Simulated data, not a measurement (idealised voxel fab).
process module | voxel self aligned vias
cross-section cut | 250 nm wide | cells 5 nm
A cross-section is a grid of square cells, given in bands from the top down. A band is one or more rows of cells.
Each band's line starts with the height of the band's top and of its bottom, in nm. Then come its materials from left to right, each with its width in nm. One material with "throughout" fills the band from edge to edge. "air" is empty space.
Height 0 is the level under which the wafer as received is all one material. The lowest band goes on downwards, as in "0 down".
A width such as "30 to 40" changes by the same amount from each row of cells to the next, from the band's top row to its bottom row.
"no change" after a step means that no cell of the cross-section changed.
closed voids: empty space of 8 cells or more with no open way to the top, each as width x height at its distance from the left edge, in nm
after a step's settings: what the simulator itself notes on the step
overlay nm, on a step with a mask: how far to the right of its planned place the mask lay; to the left if negative
plan
1 op RECEIVE | material Si
2 op CONFORMAL_DEP | material SiO2 | thk nm 15
3 op CONFORMAL_DEP | material SiCN | thk nm 5
4 op DIRECTIONAL_DEP | material SiO2 | thk nm 30
5 op DIRECTIONAL_DEP | material aC | thk nm 15
6 op PATTERN | tone open | mask id LINES | material resist | width nm 30 | pitch nm 75 | thk nm 35 | overlay nm 0
7 op DIRECTIONAL_ETCH | etch materials aC | depth nm 15
8 op STRIP | etch materials resist
9 op DIRECTIONAL_ETCH | etch materials SiO2 | depth nm 30
10 op STRIP | etch materials aC
11 op CONFORMAL_DEP | material TiN | thk nm 5
12 op FILL_DEP | material W | thk nm 10
13 op CMP | height nm 50
14 op SELECTIVE_ETCH | etch materials W Ru TiN | depth nm 5
15 op FILL_DEP | material SiN | thk nm 5
16 op CMP | height nm 50
17 op DIRECTIONAL_DEP | material SiO2 | thk nm 20
18 op PATTERN | tone open | mask id VIAS | material resist | width nm 50 | pitch nm 150 | thk nm 15 | overlay nm 0
19 op DIRECTIONAL_ETCH | etch materials SiO2 | depth nm 20
20 op DIRECTIONAL_ETCH | etch materials SiN | depth nm 5
21 op STRIP | etch materials resist
22 op CONFORMAL_DEP | material TiN | thk nm 5
23 op FILL_DEP | material Cu | thk nm 10
24 op CMP | height nm 70
25 op CONFORMAL_DEP | material SiN | thk nm 5
first wafer, as planned
as received, after step 1
  0 down: Si throughout
  closed voids: none
after step 2
  15 to 0: SiO2 throughout
  below 0: unchanged
after step 3
  20 to 15: SiCN throughout
  below 15: unchanged
after step 4
  50 to 20: SiO2 throughout
  below 20: unchanged
after step 5
  65 to 50: aC throughout
  below 50: unchanged
after step 6
  100 to 65: resist 35 | air 30 | resist 45 | air 30 | resist 45 | air 30 | resist 35
  below 65: unchanged
after step 7
  85 to 65: resist 35 | air 30 | resist 45 | air 30 | resist 45 | air 30 | resist 35
  65 to 50: aC 35 | air 30 | aC 45 | air 30 | aC 45 | air 30 | aC 35
  below 50: unchanged
after step 8
  65 to 50: aC 35 | air 30 | aC 45 | air 30 | aC 45 | air 30 | aC 35
  below 50: unchanged
after step 9
  65 to 50: aC 35 | air 30 | aC 45 | air 30 | aC 45 | air 30 | aC 35
  50 to 20: SiO2 35 | air 30 | SiO2 45 | air 30 | SiO2 45 | air 30 | SiO2 35
  below 20: unchanged
after step 10
  50 to 20: SiO2 35 | air 30 | SiO2 45 | air 30 | SiO2 45 | air 30 | SiO2 35
  below 20: unchanged
after step 11
  55 to 50: TiN 40 | air 20 | TiN 55 | air 20 | TiN 55 | air 20 | TiN 40
  50 to 25: SiO2 35 | TiN 5 | air 20 | TiN 5 | SiO2 45 | TiN 5 | air 20 | TiN 5 | SiO2 45 | TiN 5 | air 20 | TiN 5 | SiO2 35
  25 to 20: SiO2 35 | TiN 30 | SiO2 45 | TiN 30 | SiO2 45 | TiN 30 | SiO2 35
  below 20: unchanged
after step 12
  65 to 55: W throughout
  55 to 50: TiN 40 | W 20 | TiN 55 | W 20 | TiN 55 | W 20 | TiN 40
  50 to 25: SiO2 35 | TiN 5 | W 20 | TiN 5 | SiO2 45 | TiN 5 | W 20 | TiN 5 | SiO2 45 | TiN 5 | W 20 | TiN 5 | SiO2 35
  below 25: unchanged
after step 13
  50 to 25: SiO2 35 | TiN 5 | W 20 | TiN 5 | SiO2 45 | TiN 5 | W 20 | TiN 5 | SiO2 45 | TiN 5 | W 20 | TiN 5 | SiO2 35
  below 25: unchanged
after step 14
  50 to 45: SiO2 35 | air 30 | SiO2 45 | air 30 | SiO2 45 | air 30 | SiO2 35
  below 45: unchanged
after step 15
  55 to 50: SiN throughout
  50 to 45: SiO2 35 | SiN 30 | SiO2 45 | SiN 30 | SiO2 45 | SiN 30 | SiO2 35
  below 45: unchanged
after step 16
  50 to 45: SiO2 35 | SiN 30 | SiO2 45 | SiN 30 | SiO2 45 | SiN 30 | SiO2 35
  below 45: unchanged
after step 17
  70 to 50: SiO2 throughout
  below 50: unchanged
after step 18
  85 to 70: resist 25 | air 50 | resist 100 | air 50 | resist 25
  below 70: unchanged
after step 19
  85 to 70: resist 25 | air 50 | resist 100 | air 50 | resist 25
  70 to 50: SiO2 25 | air 50 | SiO2 100 | air 50 | SiO2 25
  below 50: unchanged
after step 20
  85 to 70: resist 25 | air 50 | resist 100 | air 50 | resist 25
  70 to 50: SiO2 25 | air 50 | SiO2 100 | air 50 | SiO2 25
  50 to 45: SiO2 35 | air 30 | SiO2 45 | SiN 30 | SiO2 45 | air 30 | SiO2 35
  below 45: unchanged
after step 21
  70 to 50: SiO2 25 | air 50 | SiO2 100 | air 50 | SiO2 25
  below 50: unchanged
after step 22
  75 to 70: TiN 30 | air 40 | TiN 110 | air 40 | TiN 30
  70 to 55: SiO2 25 | TiN 5 | air 40 | TiN 5 | SiO2 100 | TiN 5 | air 40 | TiN 5 | SiO2 25
  55 to 50: SiO2 25 | TiN 15 | air 20 | TiN 15 | SiO2 100 | TiN 15 | air 20 | TiN 15 | SiO2 25
  50 to 45: SiO2 35 | TiN 30 | SiO2 45 | SiN 30 | SiO2 45 | TiN 30 | SiO2 35
  below 45: unchanged
after step 23
  85 to 75: Cu throughout
  75 to 70: TiN 30 | Cu 40 | TiN 110 | Cu 40 | TiN 30
  70 to 55: SiO2 25 | TiN 5 | Cu 40 | TiN 5 | SiO2 100 | TiN 5 | Cu 40 | TiN 5 | SiO2 25
  55 to 50: SiO2 25 | TiN 15 | Cu 20 | TiN 15 | SiO2 100 | TiN 15 | Cu 20 | TiN 15 | SiO2 25
  below 50: unchanged
after step 24
  70 to 55: SiO2 25 | TiN 5 | Cu 40 | TiN 5 | SiO2 100 | TiN 5 | Cu 40 | TiN 5 | SiO2 25
  below 55: unchanged
after step 25
  75 to 70: SiN throughout
  below 70: unchanged
second wafer: like start, like plan, one mistake. Through step 13 it matches the first wafer
when step 14 should have ended
  50 to 45: SiO2 35 | TiN 5 | air 20 | TiN 5 | SiO2 45 | TiN 5 | air 20 | TiN 5 | SiO2 45 | TiN 5 | air 20 | TiN 5 | SiO2 35
  below 45: unchanged
when step 15 should have ended
  55 to 50: SiN throughout
  50 to 45: SiO2 35 | TiN 5 | SiN 20 | TiN 5 | SiO2 45 | TiN 5 | SiN 20 | TiN 5 | SiO2 45 | TiN 5 | SiN 20 | TiN 5 | SiO2 35
  below 45: unchanged
when step 16 should have ended
  50 to 45: SiO2 35 | TiN 5 | SiN 20 | TiN 5 | SiO2 45 | TiN 5 | SiN 20 | TiN 5 | SiO2 45 | TiN 5 | SiN 20 | TiN 5 | SiO2 35
  below 45: unchanged
when step 17 should have ended
  70 to 50: SiO2 throughout
  below 50: unchanged
when step 18 should have ended
  85 to 70: resist 25 | air 50 | resist 100 | air 50 | resist 25
  below 70: unchanged
when step 19 should have ended
  85 to 70: resist 25 | air 50 | resist 100 | air 50 | resist 25
  70 to 50: SiO2 25 | air 50 | SiO2 100 | air 50 | SiO2 25
  below 50: unchanged
when step 20 should have ended
  85 to 70: resist 25 | air 50 | resist 100 | air 50 | resist 25
  70 to 50: SiO2 25 | air 50 | SiO2 100 | air 50 | SiO2 25
  50 to 45: SiO2 35 | TiN 5 | air 20 | TiN 5 | SiO2 45 | TiN 5 | SiN 20 | TiN 5 | SiO2 45 | TiN 5 | air 20 | TiN 5 | SiO2 35
  below 45: unchanged
when step 21 should have ended
  70 to 50: SiO2 25 | air 50 | SiO2 100 | air 50 | SiO2 25
  below 50: unchanged
when step 22 should have ended
  75 to 70: TiN 30 | air 40 | TiN 110 | air 40 | TiN 30
  70 to 55: SiO2 25 | TiN 5 | air 40 | TiN 5 | SiO2 100 | TiN 5 | air 40 | TiN 5 | SiO2 25
  55 to 50: SiO2 25 | TiN 20 | air 10 | TiN 20 | SiO2 100 | TiN 20 | air 10 | TiN 20 | SiO2 25
  50 to 45: SiO2 35 | TiN 30 | SiO2 45 | TiN 5 | SiN 20 | TiN 5 | SiO2 45 | TiN 30 | SiO2 35
  below 45: unchanged
when step 23 should have ended
  85 to 75: Cu throughout
  75 to 70: TiN 30 | Cu 40 | TiN 110 | Cu 40 | TiN 30
  70 to 55: SiO2 25 | TiN 5 | Cu 40 | TiN 5 | SiO2 100 | TiN 5 | Cu 40 | TiN 5 | SiO2 25
  55 to 50: SiO2 25 | TiN 20 | Cu 10 | TiN 20 | SiO2 100 | TiN 20 | Cu 10 | TiN 20 | SiO2 25
  below 50: unchanged
when step 24 should have ended
  70 to 55: SiO2 25 | TiN 5 | Cu 40 | TiN 5 | SiO2 100 | TiN 5 | Cu 40 | TiN 5 | SiO2 25
  below 55: unchanged
when step 25 should have ended
  75 to 70: SiN throughout
  below 70: unchanged
what went wrong: step 14 ran as: op SELECTIVE_ETCH | etch materials W | depth nm 5
at the end the second wafer has, in cells: 4 fewer of Cu | 2 fewer of SiN | 6 more of TiN
